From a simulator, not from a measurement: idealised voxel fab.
process module | voxel wiring stack
cross-section cut | 235 nm wide | cells 5 nm
A cross-section is a grid of square cells, given in bands from the top down. A band is one or more rows of cells.
Each band's line starts with the height of the band's top and of its bottom, in nm. Then come its materials from left to right, each with its width in nm. One material with "throughout" fills the band from edge to edge. "air" is empty space.
Height 0 is the level under which the wafer as received is all one material. The lowest band goes on downwards, as in "0 down".
A width such as "30 to 40" changes by the same amount from each row of cells to the next, from the band's top row to its bottom row.
"no change" after a step means that no cell of the cross-section changed.
closed voids: empty space of 8 cells or more with no open way to the top, each as width x height at its distance from the left edge, in nm
after a step's settings: what the simulator itself notes on the step
overlay nm, on a step with a mask: how far to the right of its planned place the mask lay; to the left if negative
plan
1 op RECEIVE | material Si
2 op CONFORMAL_DEP | material SiO2 | thk nm 10
3 op CONFORMAL_DEP | material SiN | thk nm 5
4 op DIRECTIONAL_DEP | material lowk | thk nm 25
5 op DIRECTIONAL_DEP | material aC | thk nm 15
6 op PATTERN | tone open | mask id METAL_1 | material resist | width nm 25 | pitch nm 45 | thk nm 30 | overlay nm 0
7 op DIRECTIONAL_ETCH | etch materials aC | depth nm 15
8 op STRIP | etch materials resist
9 op DIRECTIONAL_ETCH | etch materials lowk | depth nm 25
10 op DIRECTIONAL_ETCH | etch materials SiN | depth nm 5
11 op STRIP | etch materials aC
12 op CONFORMAL_DEP | material TiN | thk nm 5
13 op FILL_DEP | material Ru | thk nm 10
14 op CMP | height nm 40
15 op CONFORMAL_DEP | material SiCN | thk nm 5
16 op DIRECTIONAL_DEP | material lowk | thk nm 30
17 op PATTERN | tone open | mask id METAL_2_HOLES | material resist | width nm 15 | pitch nm 90 | thk nm 20 | overlay nm 0
18 op DIRECTIONAL_ETCH | etch materials lowk | depth nm 30
19 op STRIP | etch materials resist
20 op PATTERN | tone open | mask id METAL_2 | material resist | width nm 25 | pitch nm 45 | thk nm 15 | overlay nm 0
21 op DIRECTIONAL_ETCH | etch materials lowk | depth nm 15
22 op DIRECTIONAL_ETCH | etch materials SiCN | depth nm 5
23 op STRIP | etch materials resist
24 op CONFORMAL_DEP | material TiN | thk nm 5
25 op FILL_DEP | material Cu | thk nm 10
26 op CMP | height nm 75
27 op CONFORMAL_DEP | material SiCN | thk nm 5
28 op DIRECTIONAL_DEP | material SiO2 | thk nm 30
29 op MASKED_ETCH | tone open | mask id METAL_3 | width nm 25 | pitch nm 45 | etch materials SiO2 | depth nm 15 | overlay nm 0
30 op PATTERN | tone open | mask id METAL_3_HOLES | material resist | width nm 15 | pitch nm 90 | thk nm 20 | overlay nm 0
31 op DIRECTIONAL_ETCH | etch materials SiO2 | depth nm 15
32 op DIRECTIONAL_ETCH | etch materials SiCN | depth nm 5
33 op STRIP | etch materials resist
34 op CONFORMAL_DEP | material TiN | thk nm 5
35 op FILL_DEP | material Ru | thk nm 5
36 op CMP | height nm 110
37 op CONFORMAL_DEP | material SiN | thk nm 5
first wafer, as planned
as received, after step 1
  0 down: Si throughout
  closed voids: none
after step 2
  10 to 0: SiO2 throughout
  below 0: unchanged
after step 3
  15 to 10: SiN throughout
  below 10: unchanged
after step 4
  40 to 15: lowk throughout
  below 15: unchanged
after step 5
  55 to 40: aC throughout
  below 40: unchanged
after step 6
  85 to 55: resist 60 | air 25 | resist 20 | air 25 | resist 20 | air 25 | resist 60
  below 55: unchanged
after step 7
  70 to 55: resist 60 | air 25 | resist 20 | air 25 | resist 20 | air 25 | resist 60
  55 to 40: aC 60 | air 25 | aC 20 | air 25 | aC 20 | air 25 | aC 60
  below 40: unchanged
after step 8
  55 to 40: aC 60 | air 25 | aC 20 | air 25 | aC 20 | air 25 | aC 60
  below 40: unchanged
after step 9
  55 to 40: aC 60 | air 25 | aC 20 | air 25 | aC 20 | air 25 | aC 60
  40 to 15: lowk 60 | air 25 | lowk 20 | air 25 | lowk 20 | air 25 | lowk 60
  below 15: unchanged
after step 10
  55 to 40: aC 60 | air 25 | aC 20 | air 25 | aC 20 | air 25 | aC 60
  40 to 15: lowk 60 | air 25 | lowk 20 | air 25 | lowk 20 | air 25 | lowk 60
  15 to 10: SiN 60 | air 25 | SiN 20 | air 25 | SiN 20 | air 25 | SiN 60
  below 10: unchanged
after step 11
  40 to 15: lowk 60 | air 25 | lowk 20 | air 25 | lowk 20 | air 25 | lowk 60
  below 15: unchanged
after step 12
  45 to 40: TiN 65 | air 15 | TiN 30 | air 15 | TiN 30 | air 15 | TiN 65
  40 to 15: lowk 60 | TiN 5 | air 15 | TiN 5 | lowk 20 | TiN 5 | air 15 | TiN 5 | lowk 20 | TiN 5 | air 15 | TiN 5 | lowk 60
  15 to 10: SiN 60 | TiN 25 | SiN 20 | TiN 25 | SiN 20 | TiN 25 | SiN 60
  below 10: unchanged
after step 13
  55 to 45: Ru throughout
  45 to 40: TiN 65 | Ru 15 | TiN 30 | Ru 15 | TiN 30 | Ru 15 | TiN 65
  40 to 15: lowk 60 | TiN 5 | Ru 15 | TiN 5 | lowk 20 | TiN 5 | Ru 15 | TiN 5 | lowk 20 | TiN 5 | Ru 15 | TiN 5 | lowk 60
  below 15: unchanged
after step 14
  40 to 15: lowk 60 | TiN 5 | Ru 15 | TiN 5 | lowk 20 | TiN 5 | Ru 15 | TiN 5 | lowk 20 | TiN 5 | Ru 15 | TiN 5 | lowk 60
  below 15: unchanged
after step 15
  45 to 40: SiCN throughout
  below 40: unchanged
after step 16
  75 to 45: lowk throughout
  below 45: unchanged
after step 17
  95 to 75: resist 60 | air 15 | resist 75 | air 15 | resist 70
  below 75: unchanged
after step 18
  95 to 75: resist 60 | air 15 | resist 75 | air 15 | resist 70
  75 to 45: lowk 60 | air 15 | lowk 75 | air 15 | lowk 70
  below 45: unchanged
after step 19
  75 to 45: lowk 60 | air 15 | lowk 75 | air 15 | lowk 70
  below 45: unchanged
after step 20
  90 to 75: resist 60 | air 25 | resist 20 | air 25 | resist 20 | air 25 | resist 60
  below 75: unchanged
after step 21
  90 to 75: resist 60 | air 25 | resist 20 | air 25 | resist 20 | air 25 | resist 60
  75 to 60: lowk 60 | air 25 | lowk 20 | air 25 | lowk 20 | air 25 | lowk 60
  below 60: unchanged
after step 22
  90 to 75: resist 60 | air 25 | resist 20 | air 25 | resist 20 | air 25 | resist 60
  75 to 60: lowk 60 | air 25 | lowk 20 | air 25 | lowk 20 | air 25 | lowk 60
  60 to 45: lowk 60 | air 15 | lowk 75 | air 15 | lowk 70
  45 to 40: SiCN 60 | air 15 | SiCN 75 | air 15 | SiCN 70
  below 40: unchanged
after step 23
  75 to 60: lowk 60 | air 25 | lowk 20 | air 25 | lowk 20 | air 25 | lowk 60
  below 60: unchanged
after step 24
  80 to 75: TiN 65 | air 15 | TiN 30 | air 15 | TiN 30 | air 15 | TiN 65
  75 to 65: lowk 60 | TiN 5 | air 15 | TiN 5 | lowk 20 | TiN 5 | air 15 | TiN 5 | lowk 20 | TiN 5 | air 15 | TiN 5 | lowk 60
  65 to 60: lowk 60 | TiN 5 | air 5 | TiN 15 | lowk 20 | TiN 25 | lowk 20 | TiN 5 | air 5 | TiN 15 | lowk 60
  60 to 45: lowk 60 | TiN 5 | air 5 | TiN 5 | lowk 75 | TiN 5 | air 5 | TiN 5 | lowk 70
  45 to 40: SiCN 60 | TiN 15 | SiCN 75 | TiN 15 | SiCN 70
  below 40: unchanged
after step 25
  90 to 80: Cu throughout
  80 to 75: TiN 65 | Cu 15 | TiN 30 | Cu 15 | TiN 30 | Cu 15 | TiN 65
  75 to 65: lowk 60 | TiN 5 | Cu 15 | TiN 5 | lowk 20 | TiN 5 | Cu 15 | TiN 5 | lowk 20 | TiN 5 | Cu 15 | TiN 5 | lowk 60
  65 to 60: lowk 60 | TiN 5 | Cu 5 | TiN 15 | lowk 20 | TiN 25 | lowk 20 | TiN 5 | Cu 5 | TiN 15 | lowk 60
  60 to 45: lowk 60 | TiN 5 | Cu 5 | TiN 5 | lowk 75 | TiN 5 | Cu 5 | TiN 5 | lowk 70
  below 45: unchanged
after step 26
  75 to 65: lowk 60 | TiN 5 | Cu 15 | TiN 5 | lowk 20 | TiN 5 | Cu 15 | TiN 5 | lowk 20 | TiN 5 | Cu 15 | TiN 5 | lowk 60
  below 65: unchanged
after step 27
  80 to 75: SiCN throughout
  below 75: unchanged
after step 28
  110 to 80: SiO2 throughout
  below 80: unchanged
after step 29
  110 to 95: SiO2 60 | air 25 | SiO2 20 | air 25 | SiO2 20 | air 25 | SiO2 60
  below 95: unchanged
after step 30
  130 to 110: resist 60 | air 15 | resist 75 | air 15 | resist 70
  110 to 95: SiO2 60 | air 15 | resist 10 | SiO2 20 | resist 25 | SiO2 20 | air 15 | resist 10 | SiO2 60
  below 95: unchanged
after step 31
  130 to 110: resist 60 | air 15 | resist 75 | air 15 | resist 70
  110 to 95: SiO2 60 | air 15 | resist 10 | SiO2 20 | resist 25 | SiO2 20 | air 15 | resist 10 | SiO2 60
  95 to 80: SiO2 60 | air 15 | SiO2 75 | air 15 | SiO2 70
  below 80: unchanged
after step 32
  130 to 110: resist 60 | air 15 | resist 75 | air 15 | resist 70
  110 to 95: SiO2 60 | air 15 | resist 10 | SiO2 20 | resist 25 | SiO2 20 | air 15 | resist 10 | SiO2 60
  95 to 80: SiO2 60 | air 15 | SiO2 75 | air 15 | SiO2 70
  80 to 75: SiCN 60 | air 15 | SiCN 75 | air 15 | SiCN 70
  below 75: unchanged
after step 33
  110 to 95: SiO2 60 | air 25 | SiO2 20 | air 25 | SiO2 20 | air 25 | SiO2 60
  below 95: unchanged
after step 34
  115 to 110: TiN 65 | air 15 | TiN 30 | air 15 | TiN 30 | air 15 | TiN 65
  110 to 100: SiO2 60 | TiN 5 | air 15 | TiN 5 | SiO2 20 | TiN 5 | air 15 | TiN 5 | SiO2 20 | TiN 5 | air 15 | TiN 5 | SiO2 60
  100 to 95: SiO2 60 | TiN 5 | air 5 | TiN 15 | SiO2 20 | TiN 25 | SiO2 20 | TiN 5 | air 5 | TiN 15 | SiO2 60
  95 to 80: SiO2 60 | TiN 5 | air 5 | TiN 5 | SiO2 75 | TiN 5 | air 5 | TiN 5 | SiO2 70
  80 to 75: SiCN 60 | TiN 15 | SiCN 75 | TiN 15 | SiCN 70
  below 75: unchanged
after step 35
  120 to 115: Ru throughout
  115 to 110: TiN 65 | Ru 15 | TiN 30 | Ru 15 | TiN 30 | Ru 15 | TiN 65
  110 to 100: SiO2 60 | TiN 5 | Ru 15 | TiN 5 | SiO2 20 | TiN 5 | Ru 15 | TiN 5 | SiO2 20 | TiN 5 | Ru 15 | TiN 5 | SiO2 60
  100 to 95: SiO2 60 | TiN 5 | Ru 5 | TiN 15 | SiO2 20 | TiN 25 | SiO2 20 | TiN 5 | Ru 5 | TiN 15 | SiO2 60
  95 to 80: SiO2 60 | TiN 5 | Ru 5 | TiN 5 | SiO2 75 | TiN 5 | Ru 5 | TiN 5 | SiO2 70
  below 80: unchanged
after step 36
  110 to 100: SiO2 60 | TiN 5 | Ru 15 | TiN 5 | SiO2 20 | TiN 5 | Ru 15 | TiN 5 | SiO2 20 | TiN 5 | Ru 15 | TiN 5 | SiO2 60
  below 100: unchanged
after step 37
  115 to 110: SiN throughout
  below 110: unchanged
second wafer: like start, like plan, one mistake. Through step 3 it matches the first wafer
when step 4 should have ended
  30 to 15: lowk throughout
  below 15: unchanged
when step 5 should have ended
  45 to 30: aC throughout
  below 30: unchanged
when step 6 should have ended
  75 to 45: resist 60 | air 25 | resist 20 | air 25 | resist 20 | air 25 | resist 60
  below 45: unchanged
when step 7 should have ended
  60 to 45: resist 60 | air 25 | resist 20 | air 25 | resist 20 | air 25 | resist 60
  45 to 30: aC 60 | air 25 | aC 20 | air 25 | aC 20 | air 25 | aC 60
  below 30: unchanged
when step 8 should have ended
  45 to 30: aC 60 | air 25 | aC 20 | air 25 | aC 20 | air 25 | aC 60
  below 30: unchanged
when step 9 should have ended
  45 to 30: aC 60 | air 25 | aC 20 | air 25 | aC 20 | air 25 | aC 60
  30 to 15: lowk 60 | air 25 | lowk 20 | air 25 | lowk 20 | air 25 | lowk 60
  below 15: unchanged
when step 10 should have ended
  45 to 30: aC 60 | air 25 | aC 20 | air 25 | aC 20 | air 25 | aC 60
  30 to 15: lowk 60 | air 25 | lowk 20 | air 25 | lowk 20 | air 25 | lowk 60
  15 to 10: SiN 60 | air 25 | SiN 20 | air 25 | SiN 20 | air 25 | SiN 60
  below 10: unchanged
when step 11 should have ended
  30 to 15: lowk 60 | air 25 | lowk 20 | air 25 | lowk 20 | air 25 | lowk 60
  below 15: unchanged
when step 12 should have ended
  35 to 30: TiN 65 | air 15 | TiN 30 | air 15 | TiN 30 | air 15 | TiN 65
  30 to 15: lowk 60 | TiN 5 | air 15 | TiN 5 | lowk 20 | TiN 5 | air 15 | TiN 5 | lowk 20 | TiN 5 | air 15 | TiN 5 | lowk 60
  15 to 10: SiN 60 | TiN 25 | SiN 20 | TiN 25 | SiN 20 | TiN 25 | SiN 60
  below 10: unchanged
when step 13 should have ended
  45 to 35: Ru throughout
  35 to 30: TiN 65 | Ru 15 | TiN 30 | Ru 15 | TiN 30 | Ru 15 | TiN 65
  30 to 15: lowk 60 | TiN 5 | Ru 15 | TiN 5 | lowk 20 | TiN 5 | Ru 15 | TiN 5 | lowk 20 | TiN 5 | Ru 15 | TiN 5 | lowk 60
  below 15: unchanged
when step 14 should have ended
  40 to 35: Ru throughout
  below 35: unchanged
when step 15 should have ended
  45 to 40: SiCN throughout
  below 40: unchanged
when step 16 should have ended
  75 to 45: lowk throughout
  below 45: unchanged
when step 17 should have ended
  95 to 75: resist 60 | air 15 | resist 75 | air 15 | resist 70
  below 75: unchanged
when step 18 should have ended
  95 to 75: resist 60 | air 15 | resist 75 | air 15 | resist 70
  75 to 45: lowk 60 | air 15 | lowk 75 | air 15 | lowk 70
  below 45: unchanged
when step 19 should have ended
  75 to 45: lowk 60 | air 15 | lowk 75 | air 15 | lowk 70
  below 45: unchanged
when step 20 should have ended
  90 to 75: resist 60 | air 25 | resist 20 | air 25 | resist 20 | air 25 | resist 60
  below 75: unchanged
when step 21 should have ended
  90 to 75: resist 60 | air 25 | resist 20 | air 25 | resist 20 | air 25 | resist 60
  75 to 60: lowk 60 | air 25 | lowk 20 | air 25 | lowk 20 | air 25 | lowk 60
  below 60: unchanged
when step 22 should have ended
  90 to 75: resist 60 | air 25 | resist 20 | air 25 | resist 20 | air 25 | resist 60
  75 to 60: lowk 60 | air 25 | lowk 20 | air 25 | lowk 20 | air 25 | lowk 60
  60 to 45: lowk 60 | air 15 | lowk 75 | air 15 | lowk 70
  45 to 40: SiCN 60 | air 15 | SiCN 75 | air 15 | SiCN 70
  below 40: unchanged
when step 23 should have ended
  75 to 60: lowk 60 | air 25 | lowk 20 | air 25 | lowk 20 | air 25 | lowk 60
  below 60: unchanged
when step 24 should have ended
  80 to 75: TiN 65 | air 15 | TiN 30 | air 15 | TiN 30 | air 15 | TiN 65
  75 to 65: lowk 60 | TiN 5 | air 15 | TiN 5 | lowk 20 | TiN 5 | air 15 | TiN 5 | lowk 20 | TiN 5 | air 15 | TiN 5 | lowk 60
  65 to 60: lowk 60 | TiN 5 | air 5 | TiN 15 | lowk 20 | TiN 25 | lowk 20 | TiN 5 | air 5 | TiN 15 | lowk 60
  60 to 45: lowk 60 | TiN 5 | air 5 | TiN 5 | lowk 75 | TiN 5 | air 5 | TiN 5 | lowk 70
  45 to 40: SiCN 60 | TiN 15 | SiCN 75 | TiN 15 | SiCN 70
  below 40: unchanged
when step 25 should have ended
  90 to 80: Cu throughout
  80 to 75: TiN 65 | Cu 15 | TiN 30 | Cu 15 | TiN 30 | Cu 15 | TiN 65
  75 to 65: lowk 60 | TiN 5 | Cu 15 | TiN 5 | lowk 20 | TiN 5 | Cu 15 | TiN 5 | lowk 20 | TiN 5 | Cu 15 | TiN 5 | lowk 60
  65 to 60: lowk 60 | TiN 5 | Cu 5 | TiN 15 | lowk 20 | TiN 25 | lowk 20 | TiN 5 | Cu 5 | TiN 15 | lowk 60
  60 to 45: lowk 60 | TiN 5 | Cu 5 | TiN 5 | lowk 75 | TiN 5 | Cu 5 | TiN 5 | lowk 70
  below 45: unchanged
when step 26 should have ended
  75 to 65: lowk 60 | TiN 5 | Cu 15 | TiN 5 | lowk 20 | TiN 5 | Cu 15 | TiN 5 | lowk 20 | TiN 5 | Cu 15 | TiN 5 | lowk 60
  below 65: unchanged
when step 27 should have ended
  80 to 75: SiCN throughout
  below 75: unchanged
when step 28 should have ended
  110 to 80: SiO2 throughout
  below 80: unchanged
when step 29 should have ended
  110 to 95: SiO2 60 | air 25 | SiO2 20 | air 25 | SiO2 20 | air 25 | SiO2 60
  below 95: unchanged
when step 30 should have ended
  130 to 110: resist 60 | air 15 | resist 75 | air 15 | resist 70
  110 to 95: SiO2 60 | air 15 | resist 10 | SiO2 20 | resist 25 | SiO2 20 | air 15 | resist 10 | SiO2 60
  below 95: unchanged
when step 31 should have ended
  130 to 110: resist 60 | air 15 | resist 75 | air 15 | resist 70
  110 to 95: SiO2 60 | air 15 | resist 10 | SiO2 20 | resist 25 | SiO2 20 | air 15 | resist 10 | SiO2 60
  95 to 80: SiO2 60 | air 15 | SiO2 75 | air 15 | SiO2 70
  below 80: unchanged
when step 32 should have ended
  130 to 110: resist 60 | air 15 | resist 75 | air 15 | resist 70
  110 to 95: SiO2 60 | air 15 | resist 10 | SiO2 20 | resist 25 | SiO2 20 | air 15 | resist 10 | SiO2 60
  95 to 80: SiO2 60 | air 15 | SiO2 75 | air 15 | SiO2 70
  80 to 75: SiCN 60 | air 15 | SiCN 75 | air 15 | SiCN 70
  below 75: unchanged
when step 33 should have ended
  110 to 95: SiO2 60 | air 25 | SiO2 20 | air 25 | SiO2 20 | air 25 | SiO2 60
  below 95: unchanged
when step 34 should have ended
  115 to 110: TiN 65 | air 15 | TiN 30 | air 15 | TiN 30 | air 15 | TiN 65
  110 to 100: SiO2 60 | TiN 5 | air 15 | TiN 5 | SiO2 20 | TiN 5 | air 15 | TiN 5 | SiO2 20 | TiN 5 | air 15 | TiN 5 | SiO2 60
  100 to 95: SiO2 60 | TiN 5 | air 5 | TiN 15 | SiO2 20 | TiN 25 | SiO2 20 | TiN 5 | air 5 | TiN 15 | SiO2 60
  95 to 80: SiO2 60 | TiN 5 | air 5 | TiN 5 | SiO2 75 | TiN 5 | air 5 | TiN 5 | SiO2 70
  80 to 75: SiCN 60 | TiN 15 | SiCN 75 | TiN 15 | SiCN 70
  below 75: unchanged
when step 35 should have ended
  120 to 115: Ru throughout
  115 to 110: TiN 65 | Ru 15 | TiN 30 | Ru 15 | TiN 30 | Ru 15 | TiN 65
  110 to 100: SiO2 60 | TiN 5 | Ru 15 | TiN 5 | SiO2 20 | TiN 5 | Ru 15 | TiN 5 | SiO2 20 | TiN 5 | Ru 15 | TiN 5 | SiO2 60
  100 to 95: SiO2 60 | TiN 5 | Ru 5 | TiN 15 | SiO2 20 | TiN 25 | SiO2 20 | TiN 5 | Ru 5 | TiN 15 | SiO2 60
  95 to 80: SiO2 60 | TiN 5 | Ru 5 | TiN 5 | SiO2 75 | TiN 5 | Ru 5 | TiN 5 | SiO2 70
  below 80: unchanged
when step 36 should have ended
  110 to 100: SiO2 60 | TiN 5 | Ru 15 | TiN 5 | SiO2 20 | TiN 5 | Ru 15 | TiN 5 | SiO2 20 | TiN 5 | Ru 15 | TiN 5 | SiO2 60
  below 100: unchanged
when step 37 should have ended
  115 to 110: SiN throughout
  below 110: unchanged
what went wrong: step 4 ran as: op DIRECTIONAL_DEP | material lowk | thk nm 15
at the end the second wafer has, in cells: 38 more of Ru | 26 more of TiN | 64 fewer of lowk
